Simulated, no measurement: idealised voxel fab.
Title: Process Module voxel spacer lines
Pictured: cross-section cut, 185 nm wide, on a grid of 5 nm square cells.
Each cross-section below is a grid of square cells, stated as bands in top-down order, with one or more rows of cells making up each band. Read a band's entry like this: the first values are the height of its top and the height of its bottom in nm, and what follows is the sequence of materials from left to right, each with its width in nm. Note that "air" is empty space, and that a single material marked "edge to edge" reaches across the band from edge to edge. A quick word on heights: they are counted from 0, and under that level the wafer as it came to us is one material throughout. The lowest band is different from the rest in having no bottom; it simply continues downward, written as in "0 down". The width entry "30..40" should be interpreted row by row: the top row of cells in the band takes the first number, the bottom row takes the second number, and the change between adjacent rows is uniform throughout. "remained the same" (step): cross-section cells unchanged, all of them. "Closed empty spaces" - sealed voids, min. 8 cells, no opening to top; format: width x height at distance (distance from left edge; nm throughout). after a step's settings: what the simulator itself notes on the step. overlay nm: mask right of planned place by this much (step with mask). Neg. = left.

Process steps foreseen in the plan
1) RECEIVE: material Si
2) CONFORMAL_DEP: material Al2O3, thk nm 10
3) DIRECTIONAL_DEP: material W, thk nm 15
4) DIRECTIONAL_DEP: material aC, thk nm 20
5) PATTERN: tone cover, mask id MANDREL, material resist, width nm 15, pitch nm 50, thk nm 30, overlay nm 0
6) DIRECTIONAL_ETCH: etch materials aC, depth nm 20
7) STRIP: etch materials resist
8) CONFORMAL_DEP: material SiN, thk nm 10
9) DIRECTIONAL_ETCH: etch materials SiN, depth nm 10
10) STRIP: etch materials aC
11) DIRECTIONAL_ETCH: etch materials W, depth nm 15
12) STRIP: etch materials SiN
13) FILL_DEP: material SiO2, thk nm 10
14) CMP: height nm 25

Wafer cross-section on receipt, i.e. after step 1
    0 down  Si edge to edge
    Closed empty spaces: none

This is how the wafer looks in cross-section once the module is done, given the starting state and plan above and one mistake in carrying the plan out
    25 to 10  SiO2: 20 | W: 10 | SiO2: 25 | W: 10 | SiO2: 5 | W: 10 | SiO2: 25 | W: 10 | SiO2: 5 | W: 10 | SiO2: 25 | W: 10 | SiO2: 20
    10 to 0  Al2O3 edge to edge
    0 down  Si edge to edge
    Closed empty spaces: none
Finding, execution versus plan: contrary to plan, step 5 was performed as PATTERN: tone cover, mask id MANDREL, material resist, width nm 25, pitch nm 50, thk nm 30, overlay nm 0
